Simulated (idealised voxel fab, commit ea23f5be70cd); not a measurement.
A process module follows: voxel lift off.
Section cut is 215 nm wide and gridded with 5 nm square cells.
We lay out every cross-section as a grid of square cells and spell it out in bands from the top down, where one band means one or more rows of cells. Quick guide to a band line: top height, bottom height (nm) up front; then every material left to right with its width in nm. Only one material and it's marked "throughout"? Then it fills the band edge to edge. And "empty" just means empty space. Height datum 0, below which the as-received substrate wafer is one material. Lowest band open at the bottom, running downward: "from 0 down". The two numbers in a width such as "30..40" mark its ends across the band: the first belongs to the top row of cells, the second to the bottom row, and from each row to the next the width moves by the same amount. "changes: none" means the step left every cell of the cross-section as it was. Under "Sealed voids" you'll find the enclosed gaps, the ones with no way out to the top, that are 8 cells or bigger; each reads width x height at distance, with distance counted from the left edge, everything in nm. If you see something after the settings on a step's line, that's the simulator's own remark about that step. Among the settings permitted on a step's line is "overlay nm"; applied to a step with a mask, it specifies the extent to which the mask lay to the right of its planned position, whereas a negative figure signifies a position to the left.
Planned process steps:
| 1 | op RECEIVE | material Si |
| 2 | op CONFORMAL_DEP | material Al2O3 | thk nm 5 |
| 3 | op PATTERN | tone open | mask id LINES | material resist | width nm 25 | pitch nm 40 | thk nm 20 | overlay nm -15 |
| 4 | op DIRECTIONAL_DEP | material Ru | thk nm 10 |
| 5 | op STRIP | etch materials resist |
| 6 | op CONFORMAL_DEP | material SiCN | thk nm 5 |
For this document, wafers share an identical start and vary in the step 3 overlay nm; the plan quotes the first wafer's value.
Cut through the first of several wafers as received, post step 1:
  from 0 down = Si throughout
  Sealed voids: none
For your reference, the table is organized with a row per wafer; each row reflects the wafer at the end of the module, indicating for each material the cells gained (+) or lost (-) since receipt, and thereafter its closed voids:
overlay nm -15 | +43 Al2O3 | +40 Ru | +59 SiCN | Sealed voids: none
overlay nm -10 | +43 Al2O3 | +40 Ru | +59 SiCN | Sealed voids: none
overlay nm -5 | +43 Al2O3 | +40 Ru | +59 SiCN | Sealed voids: none
overlay nm 0 | +43 Al2O3 | +40 Ru | +59 SiCN | Sealed voids: none
overlay nm 5 | +43 Al2O3 | +40 Ru | +59 SiCN | Sealed voids: none
overlay nm 10 | +43 Al2O3 | +40 Ru | +59 SiCN | Sealed voids: none
overlay nm 15 | +43 Al2O3 | +40 Ru | +59 SiCN | Sealed voids: none
